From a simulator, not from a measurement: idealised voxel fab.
The process module presented herein is designated voxel local oxidation.
Section cut is 180 nm wide and gridded with 5 nm square cells.
Bands, listed from the top down, are how a cross-section gets written in this document; the cross-section itself is a grid of square cells, and a band is one or more rows of them. Heads up on the band format: heights come first, top then bottom, in nm. After that it's the materials left to right, each with its width in nm. A single material flagged "edge to edge" fills the whole band edge to edge, and "empty" means there's empty space there. Note: height 0 marks the level under which the wafer is uniformly one material as received. Lowest band unbounded below, written "0 down". Read "30 to 40" as a graded width: first number on top, second number at the bottom, same change between each pair of neighbouring rows. Where the words "remains unaltered" appear for a step, the cross-section shows no cell changed by that step; every cell remained as before. Look at "Closed void entries" for the closed voids: empty spaces with no open path to the top, sized 8 cells or up. Each is width x height at distance, distance from the left edge, all nm. It should be noted that, on the line of a given step, the content following the step's settings is a remark produced by the simulator itself with respect to that step. Regarding "overlay nm": on a step with a mask, it is the distance the mask lay to the right of its planned place; a negative value places it to the left.

## Steps planned for the process
1 RECEIVE (material Si)
2 OXIDIZE (depth nm 5)
3 CONFORMAL_DEP (material SiN; thk nm 15)
4 PATTERN (tone cover; mask id ACTIVE; material resist; width nm 130; thk nm 20; overlay nm 0)
5 DIRECTIONAL_ETCH (etch materials SiN; depth nm 15)
6 STRIP (etch materials resist)
7 SELECTIVE_ETCH (etch materials SiO2; depth nm 5)
8 OXIDIZE (depth nm 15)
9 STRIP (etch materials SiN)

## Cross-sectional view of the wafer in its as-received condition, corresponding to the state after step 1
	0 down: Si edge to edge
	Closed void entries: none

## One mistake in running the module, otherwise start and plan as above: cross-section at the end
	0 to -5: 40 of empty | 100 of SiO2 | 40 of empty
	-5 to -20: 55 of SiO2 | 70 of Si | 55 of SiO2
	-20 down: Si edge to edge
	Closed void entries: none
What went wrong in running the wafer? heads up, step 7 didn't go per plan, it actually ran as SELECTIVE_ETCH (etch materials SiO2; depth nm 15)
